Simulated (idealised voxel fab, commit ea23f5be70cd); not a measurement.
process module | voxel plated lines
cross-section cut | 285 nm wide | cells 5 nm
A cross-section is a grid of square cells, given in bands from the top down. A band is one or more rows of cells.
Each band's line starts with the height of the band's top and of its bottom, in nm. Then come its materials from left to right, each with its width in nm. One material with "throughout" fills the band from edge to edge. "air" is empty space.
Height 0 is the level under which the wafer as received is all one material. The lowest band goes on downwards, as in "0 down".
A width such as "30 to 40" changes by the same amount from each row of cells to the next, from the band's top row to its bottom row.
"no change" after a step means that no cell of the cross-section changed.
closed voids: empty space of 8 cells or more with no open way to the top, each as width x height at its distance from the left edge, in nm
after a step's settings: what the simulator itself notes on the step
overlay nm, on a step with a mask: how far to the right of its planned place the mask lay; to the left if negative
plan
1 op RECEIVE | material Si
2 op CONFORMAL_DEP | material Al2O3 | thk nm 5
3 op DIRECTIONAL_DEP | material TiN | thk nm 5
4 op PATTERN | tone open | mask id LINES | material resist | width nm 25 | pitch nm 55 | thk nm 25 | overlay nm 0
5 op EPI | material Ru | thk nm 10
6 op EPI | material Ru | thk nm 10
7 op STRIP | etch materials resist
8 op DIRECTIONAL_ETCH | etch materials TiN | depth nm 5
9 op CONFORMAL_DEP | material SiCN | thk nm 10
as received, after step 1
  0 down: Si throughout
  closed voids: none
a wafer at the end: this start, this plan, one mistake
  50 to 40: air 85 | SiCN 110 | air 90
  40 to 35: air 85 | SiCN 10 | Ru 35 | SiCN 20 | Ru 35 | SiCN 10 | air 90
  35 to 25: air 85 | SiCN 15 | Ru 25 | SiCN 30 | Ru 25 | SiCN 15 | air 90
  25 to 20: air 90 | SiCN 10 | Ru 25 | SiCN 10 | air 10 | SiCN 10 | Ru 25 | SiCN 10 | air 95
  20 to 15: air 85 | SiCN 15 | Ru 25 | SiCN 30 | Ru 25 | SiCN 15 | air 90
  15 to 10: SiCN 100 | Ru 25 | SiCN 30 | Ru 25 | SiCN 105
  10 to 5: SiCN 95 | TiN 35 | SiCN 20 | TiN 35 | SiCN 100
  5 to 0: Al2O3 throughout
  0 down: Si throughout
  closed voids: none
what went wrong: one of the steps 5 and 6, which are alike, was run twice
